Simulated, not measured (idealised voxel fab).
process module | voxel capacitor over wiring
cross-section cut | 275 nm wide | cells 5 nm
A cross-section is a grid of square cells, given in bands from the top down. A band is one or more rows of cells.
Each band's line starts with the height of the band's top and of its bottom, in nm. Then come its materials from left to right, each with its width in nm. One material with "throughout" fills the band from edge to edge. "air" is empty space.
Height 0 is the level under which the wafer as received is all one material. The lowest band goes on downwards, as in "0 down".
A width such as "30 to 40" changes by the same amount from each row of cells to the next, from the band's top row to its bottom row.
"no change" after a step means that no cell of the cross-section changed.
closed voids: empty space of 8 cells or more with no open way to the top, each as width x height at its distance from the left edge, in nm
after a step's settings: what the simulator itself notes on the step
overlay nm, on a step with a mask: how far to the right of its planned place the mask lay; to the left if negative
plan
1 op RECEIVE | material Si
2 op CONFORMAL_DEP | material SiO2 | thk nm 15
3 op CONFORMAL_DEP | material SiCN | thk nm 5
4 op DIRECTIONAL_DEP | material lowk | thk nm 25
5 op PATTERN | tone open | mask id METAL_1 | material resist | width nm 20 | pitch nm 80 | thk nm 15 | overlay nm 0
6 op DIRECTIONAL_ETCH | etch materials lowk | depth nm 25
7 op DIRECTIONAL_ETCH | etch materials SiCN | depth nm 5
8 op STRIP | etch materials resist
9 op CONFORMAL_DEP | material TiN | thk nm 5
10 op FILL_DEP | material W | thk nm 10
11 op CMP | height nm 45
12 op EPI | material Ru | thk nm 5
13 op FILL_DEP | material SiCN | thk nm 5
14 op DIRECTIONAL_DEP | material SiO2 | thk nm 10
15 op PATTERN | tone open | mask id PLUG_1 | material resist | width nm 15 | thk nm 15 | overlay nm 0
16 op DIRECTIONAL_ETCH | etch materials SiO2 | depth nm 10
17 op DIRECTIONAL_ETCH | etch materials SiCN | depth nm 5
18 op STRIP | etch materials resist
19 op CONFORMAL_DEP | material TiN | thk nm 5
20 op FILL_DEP | material W | thk nm 5
21 op CMP | height nm 65
22 op DIRECTIONAL_DEP | material TiN | thk nm 5
23 op DIRECTIONAL_DEP | material SiN | thk nm 5
24 op DIRECTIONAL_DEP | material TiN | thk nm 10
25 op DIRECTIONAL_DEP | material aC | thk nm 15
26 op PATTERN | tone cover | mask id UPPER_PLATE | material resist | width nm 65 | thk nm 30 | overlay nm 0
27 op DIRECTIONAL_ETCH | etch materials aC | depth nm 15
28 op STRIP | etch materials resist
29 op DIRECTIONAL_ETCH | etch materials TiN | depth nm 10
30 op DIRECTIONAL_ETCH | etch materials SiN | depth nm 5
31 op STRIP | etch materials aC
32 op PATTERN | tone cover | mask id LOWER_PLATE | material resist | width nm 75 | thk nm 15 | overlay nm 0
33 op DIRECTIONAL_ETCH | etch materials TiN | depth nm 5
34 op STRIP | etch materials resist
35 op FILL_DEP | material SiO2 | thk nm 15
36 op CMP | height nm 95
37 op MASKED_ETCH | tone open | mask id PLUG_2 | width nm 15 | etch materials SiO2 | depth nm 10 | overlay nm 0
38 op CONFORMAL_DEP | material TiN | thk nm 5
39 op FILL_DEP | material Ru | thk nm 5
40 op CMP | height nm 95
41 op CONFORMAL_DEP | material SiN | thk nm 5
first wafer, as planned
as received, after step 1
  0 down: Si throughout
  closed voids: none
after step 2
  15 to 0: SiO2 throughout
  below 0: unchanged
after step 3
  20 to 15: SiCN throughout
  below 15: unchanged
after step 4
  45 to 20: lowk throughout
  below 20: unchanged
after step 5
  60 to 45: resist 85 | air 20 | resist 60 | air 20 | resist 90
  below 45: unchanged
after step 6
  60 to 45: resist 85 | air 20 | resist 60 | air 20 | resist 90
  45 to 20: lowk 85 | air 20 | lowk 60 | air 20 | lowk 90
  below 20: unchanged
after step 7
  60 to 45: resist 85 | air 20 | resist 60 | air 20 | resist 90
  45 to 20: lowk 85 | air 20 | lowk 60 | air 20 | lowk 90
  20 to 15: SiCN 85 | air 20 | SiCN 60 | air 20 | SiCN 90
  below 15: unchanged
after step 8
  45 to 20: lowk 85 | air 20 | lowk 60 | air 20 | lowk 90
  below 20: unchanged
after step 9
  50 to 45: TiN 90 | air 10 | TiN 70 | air 10 | TiN 95
  45 to 20: lowk 85 | TiN 5 | air 10 | TiN 5 | lowk 60 | TiN 5 | air 10 | TiN 5 | lowk 90
  20 to 15: SiCN 85 | TiN 20 | SiCN 60 | TiN 20 | SiCN 90
  below 15: unchanged
after step 10
  60 to 50: W throughout
  50 to 45: TiN 90 | W 10 | TiN 70 | W 10 | TiN 95
  45 to 20: lowk 85 | TiN 5 | W 10 | TiN 5 | lowk 60 | TiN 5 | W 10 | TiN 5 | lowk 90
  below 20: unchanged
after step 11
  45 to 20: lowk 85 | TiN 5 | W 10 | TiN 5 | lowk 60 | TiN 5 | W 10 | TiN 5 | lowk 90
  below 20: unchanged
after step 12
  50 to 45: air 80 | Ru 30 | air 50 | Ru 30 | air 85
  below 45: unchanged
after step 13
  55 to 50: SiCN throughout
  50 to 45: SiCN 80 | Ru 30 | SiCN 50 | Ru 30 | SiCN 85
  below 45: unchanged
after step 14
  65 to 55: SiO2 throughout
  below 55: unchanged
after step 15
  80 to 65: resist 90 | air 15 | resist 170
  below 65: unchanged
after step 16
  80 to 65: resist 90 | air 15 | resist 170
  65 to 55: SiO2 90 | air 15 | SiO2 170
  below 55: unchanged
after step 17
  80 to 65: resist 90 | air 15 | resist 170
  65 to 55: SiO2 90 | air 15 | SiO2 170
  55 to 50: SiCN 90 | air 15 | SiCN 170
  below 50: unchanged
after step 18
  65 to 55: SiO2 90 | air 15 | SiO2 170
  below 55: unchanged
after step 19
  70 to 65: TiN 95 | air 5 | TiN 175
  65 to 55: SiO2 90 | TiN 5 | air 5 | TiN 5 | SiO2 170
  55 to 50: SiCN 90 | TiN 15 | SiCN 170
  below 50: unchanged
after step 20
  75 to 70: W throughout
  70 to 65: TiN 95 | W 5 | TiN 175
  65 to 55: SiO2 90 | TiN 5 | W 5 | TiN 5 | SiO2 170
  below 55: unchanged
after step 21
  65 to 55: SiO2 90 | TiN 5 | W 5 | TiN 5 | SiO2 170
  below 55: unchanged
after step 22
  70 to 65: TiN throughout
  below 65: unchanged
after step 23
  75 to 70: SiN throughout
  below 70: unchanged
after step 24
  85 to 75: TiN throughout
  below 75: unchanged
after step 25
  100 to 85: aC throughout
  below 85: unchanged
after step 26
  130 to 100: air 90 | resist 65 | air 120
  below 100: unchanged
after step 27
  115 to 100: air 90 | resist 65 | air 120
  100 to 85: air 90 | aC 65 | air 120
  below 85: unchanged
after step 28
  100 to 85: air 90 | aC 65 | air 120
  below 85: unchanged
after step 29
  100 to 85: air 90 | aC 65 | air 120
  85 to 75: air 90 | TiN 65 | air 120
  below 75: unchanged
after step 30
  100 to 85: air 90 | aC 65 | air 120
  85 to 75: air 90 | TiN 65 | air 120
  75 to 70: air 90 | SiN 65 | air 120
  below 70: unchanged
after step 31
  85 to 75: air 90 | TiN 65 | air 120
  below 75: unchanged
after step 32
  100 to 85: air 85 | resist 75 | air 115
  85 to 75: air 85 | resist 5 | TiN 65 | resist 5 | air 115
  75 to 70: air 85 | resist 5 | SiN 65 | resist 5 | air 115
  below 70: unchanged
after step 33
  100 to 85: air 85 | resist 75 | air 115
  85 to 75: air 85 | resist 5 | TiN 65 | resist 5 | air 115
  75 to 70: air 85 | resist 5 | SiN 65 | resist 5 | air 115
  70 to 65: air 85 | TiN 75 | air 115
  below 65: unchanged
after step 34
  85 to 75: air 90 | TiN 65 | air 120
  75 to 70: air 90 | SiN 65 | air 120
  below 70: unchanged
after step 35
  100 to 85: SiO2 throughout
  85 to 75: SiO2 90 | TiN 65 | SiO2 120
  75 to 70: SiO2 90 | SiN 65 | SiO2 120
  70 to 65: SiO2 85 | TiN 75 | SiO2 115
  below 65: unchanged
after step 36
  95 to 85: SiO2 throughout
  below 85: unchanged
after step 37
  95 to 85: SiO2 100 | air 15 | SiO2 160
  below 85: unchanged
after step 38
  100 to 95: TiN 105 | air 5 | TiN 165
  95 to 90: SiO2 100 | TiN 5 | air 5 | TiN 5 | SiO2 160
  90 to 85: SiO2 100 | TiN 15 | SiO2 160
  below 85: unchanged
after step 39
  105 to 100: Ru throughout
  100 to 95: TiN 105 | Ru 5 | TiN 165
  95 to 90: SiO2 100 | TiN 5 | Ru 5 | TiN 5 | SiO2 160
  below 90: unchanged
after step 40
  95 to 90: SiO2 100 | TiN 5 | Ru 5 | TiN 5 | SiO2 160
  below 90: unchanged
after step 41
  100 to 95: SiN throughout
  below 95: unchanged
second wafer: like start, like plan, one mistake. Through step 10 it matches the first wafer
when step 11 should have ended: no change
when step 12 should have ended
  65 to 60: Ru throughout
  below 60: unchanged
when step 13 should have ended
  70 to 65: SiCN throughout
  below 65: unchanged
when step 14 should have ended
  80 to 70: SiO2 throughout
  below 70: unchanged
when step 15 should have ended
  95 to 80: resist 90 | air 15 | resist 170
  below 80: unchanged
when step 16 should have ended
  95 to 80: resist 90 | air 15 | resist 170
  80 to 70: SiO2 90 | air 15 | SiO2 170
  below 70: unchanged
when step 17 should have ended
  95 to 80: resist 90 | air 15 | resist 170
  80 to 70: SiO2 90 | air 15 | SiO2 170
  70 to 65: SiCN 90 | air 15 | SiCN 170
  below 65: unchanged
when step 18 should have ended
  80 to 70: SiO2 90 | air 15 | SiO2 170
  below 70: unchanged
when step 19 should have ended
  85 to 80: TiN 95 | air 5 | TiN 175
  80 to 70: SiO2 90 | TiN 5 | air 5 | TiN 5 | SiO2 170
  70 to 65: SiCN 90 | TiN 15 | SiCN 170
  below 65: unchanged
when step 20 should have ended
  90 to 85: W throughout
  85 to 80: TiN 95 | W 5 | TiN 175
  80 to 70: SiO2 90 | TiN 5 | W 5 | TiN 5 | SiO2 170
  below 70: unchanged
when step 21 should have ended
  65 to 60: Ru throughout
  below 60: unchanged
when step 22 should have ended
  70 to 65: TiN throughout
  below 65: unchanged
when step 23 should have ended
  75 to 70: SiN throughout
  below 70: unchanged
when step 24 should have ended
  85 to 75: TiN throughout
  below 75: unchanged
when step 25 should have ended
  100 to 85: aC throughout
  below 85: unchanged
when step 26 should have ended
  130 to 100: air 90 | resist 65 | air 120
  below 100: unchanged
when step 27 should have ended
  115 to 100: air 90 | resist 65 | air 120
  100 to 85: air 90 | aC 65 | air 120
  below 85: unchanged
when step 28 should have ended
  100 to 85: air 90 | aC 65 | air 120
  below 85: unchanged
when step 29 should have ended
  100 to 85: air 90 | aC 65 | air 120
  85 to 75: air 90 | TiN 65 | air 120
  below 75: unchanged
when step 30 should have ended
  100 to 85: air 90 | aC 65 | air 120
  85 to 75: air 90 | TiN 65 | air 120
  75 to 70: air 90 | SiN 65 | air 120
  below 70: unchanged
when step 31 should have ended
  85 to 75: air 90 | TiN 65 | air 120
  below 75: unchanged
when step 32 should have ended
  100 to 85: air 85 | resist 75 | air 115
  85 to 75: air 85 | resist 5 | TiN 65 | resist 5 | air 115
  75 to 70: air 85 | resist 5 | SiN 65 | resist 5 | air 115
  below 70: unchanged
when step 33 should have ended
  100 to 85: air 85 | resist 75 | air 115
  85 to 75: air 85 | resist 5 | TiN 65 | resist 5 | air 115
  75 to 70: air 85 | resist 5 | SiN 65 | resist 5 | air 115
  70 to 65: air 85 | TiN 75 | air 115
  below 65: unchanged
when step 34 should have ended
  85 to 75: air 90 | TiN 65 | air 120
  75 to 70: air 90 | SiN 65 | air 120
  below 70: unchanged
when step 35 should have ended
  100 to 85: SiO2 throughout
  85 to 75: SiO2 90 | TiN 65 | SiO2 120
  75 to 70: SiO2 90 | SiN 65 | SiO2 120
  70 to 65: SiO2 85 | TiN 75 | SiO2 115
  below 65: unchanged
when step 36 should have ended
  95 to 85: SiO2 throughout
  below 85: unchanged
when step 37 should have ended
  95 to 85: SiO2 100 | air 15 | SiO2 160
  below 85: unchanged
when step 38 should have ended
  100 to 95: TiN 105 | air 5 | TiN 165
  95 to 90: SiO2 100 | TiN 5 | air 5 | TiN 5 | SiO2 160
  90 to 85: SiO2 100 | TiN 15 | SiO2 160
  below 85: unchanged
when step 39 should have ended
  105 to 100: Ru throughout
  100 to 95: TiN 105 | Ru 5 | TiN 165
  95 to 90: SiO2 100 | TiN 5 | Ru 5 | TiN 5 | SiO2 160
  below 90: unchanged
when step 40 should have ended
  95 to 90: SiO2 100 | TiN 5 | Ru 5 | TiN 5 | SiO2 160
  below 90: unchanged
when step 41 should have ended
  100 to 95: SiN throughout
  below 95: unchanged
what went wrong: step 11 was left out
at the end the second wafer has, in cells: 43 more of Ru | 95 fewer of SiCN | 104 fewer of SiO2 | 44 more of TiN | 112 more of W
